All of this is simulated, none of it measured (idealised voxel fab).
You're looking at the process module voxel double patterning.
Square cell edge 5 nm, section width 210 nm, ID cut.
In what follows, cross-sections appear as grids of square cells, described through bands that run from the top down, where every band is one or more rows of cells. Band: top height; bottom height; in nm. Then, left to right: material with width in nm, for each material. "edge to edge": a single material spanning edge to edge. "blank": empty space. Beneath 0, the wafer as received is one material, and that level is where height counting begins. The lowest band goes on downward without a bottom; it is written like "0 and below". Think of "30->40" as a width that walks from the first number to the second as you go down the band, top row to bottom row, taking equal-sized steps from row to row. "identical to before" -> step changed no cross-section cell. "Enclosed voids": empty spaces of 8 cells or more with no open way to the top, each given as width x height at distance, distance from the left edge, all in nm. Note: text after step settings on the step line = simulator remark on that step. What "overlay nm" on a step's line means: if the step has a mask, that mask lay this far to the right of its planned place, or, when the value is negative, to the left.

### Listed below are the process steps as planned
1: op RECEIVE | material Si
2: op CONFORMAL_DEP | material SiN | thk nm 10
3: op DIRECTIONAL_DEP | material SiO2 | thk nm 10
4: op DIRECTIONAL_DEP | material SiCN | thk nm 10
5: op MASKED_ETCH | tone open | mask id FIRST | width nm 15 | pitch nm 50 | etch materials SiCN | depth nm 10 | overlay nm 0
6: op MASKED_ETCH | tone open | mask id SECOND | width nm 15 | pitch nm 50 | etch materials SiCN | depth nm 10 | overlay nm 0
7: op DIRECTIONAL_ETCH | etch materials SiO2 | depth nm 10
8: op STRIP | etch materials SiCN

### First wafer of two (run as planned)

### Incoming wafer in cross-section (state: after step 1)
  0 and below  Si edge to edge
  Enclosed voids: none

### Cross-section through the wafer, step 2 finished
  10 down to 0  SiN edge to edge
  Lower than 0, everything is as it was.

### Cross-section through the wafer, step 3 finished
  20 down to 10  SiO2 edge to edge
  Lower than 10, everything is as it was.

### Cross-section through the wafer, step 4 finished
  30 down to 20  SiCN edge to edge
  Lower than 20, everything is as it was.

### Cross-section through the wafer, step 5 finished
  30 down to 20  SiCN 45 nm; blank 15 nm; SiCN 35 nm; blank 15 nm; SiCN 35 nm; blank 15 nm; SiCN 50 nm
  Lower than 20, everything is as it was.

### Cross-section through the wafer, step 6 finished
  30 down to 20  SiCN 45 nm; blank 15 nm; SiCN 10 nm; blank 15 nm; SiCN 10 nm; blank 15 nm; SiCN 10 nm; blank 15 nm; SiCN 10 nm; blank 15 nm; SiCN 50 nm
  Lower than 20, everything is as it was.

### Cross-section through the wafer, step 7 finished
  30 down to 20  SiCN 45 nm; blank 15 nm; SiCN 10 nm; blank 15 nm; SiCN 10 nm; blank 15 nm; SiCN 10 nm; blank 15 nm; SiCN 10 nm; blank 15 nm; SiCN 50 nm
  20 down to 10  SiO2 45 nm; blank 15 nm; SiO2 10 nm; blank 15 nm; SiO2 10 nm; blank 15 nm; SiO2 10 nm; blank 15 nm; SiO2 10 nm; blank 15 nm; SiO2 50 nm
  Lower than 10, everything is as it was.

### Cross-section through the wafer, step 8 finished
  20 down to 10  SiO2 45 nm; blank 15 nm; SiO2 10 nm; blank 15 nm; SiO2 10 nm; blank 15 nm; SiO2 10 nm; blank 15 nm; SiO2 10 nm; blank 15 nm; SiO2 50 nm
  Lower than 10, everything is as it was.

### Second wafer - shared start and plan with the first - one error in running - same as the first up to step 1 inclusive

### At the planned end of step 2, the second wafer in cross-section
  10 down to 0  SiO2 edge to edge
  Lower than 0, everything is as it was.

### At the planned end of step 3, the second wafer in cross-section
  20 down to 10  SiN edge to edge
  Lower than 10, everything is as it was.

### At the planned end of step 4, the second wafer in cross-section
  30 down to 20  SiCN edge to edge
  Lower than 20, everything is as it was.

### At the planned end of step 5, the second wafer in cross-section
  30 down to 20  SiCN 45 nm; blank 15 nm; SiCN 35 nm; blank 15 nm; SiCN 35 nm; blank 15 nm; SiCN 50 nm
  Lower than 20, everything is as it was.

### At the planned end of step 6, the second wafer in cross-section
  30 down to 20  SiCN 45 nm; blank 15 nm; SiCN 10 nm; blank 15 nm; SiCN 10 nm; blank 15 nm; SiCN 10 nm; blank 15 nm; SiCN 10 nm; blank 15 nm; SiCN 50 nm
  Lower than 20, everything is as it was.

At the planned end of step 7, the second wafer in cross-section: identical to before

### At the planned end of step 8, the second wafer in cross-section
  20 down to 10  SiN edge to edge
  Lower than 10, everything is as it was.
Short version of what went wrong: note: step 2 <-> step 3, run order reversed vs plan
End of process, cell counts, second wafer against first, materials with more or fewer: SiO2 +30
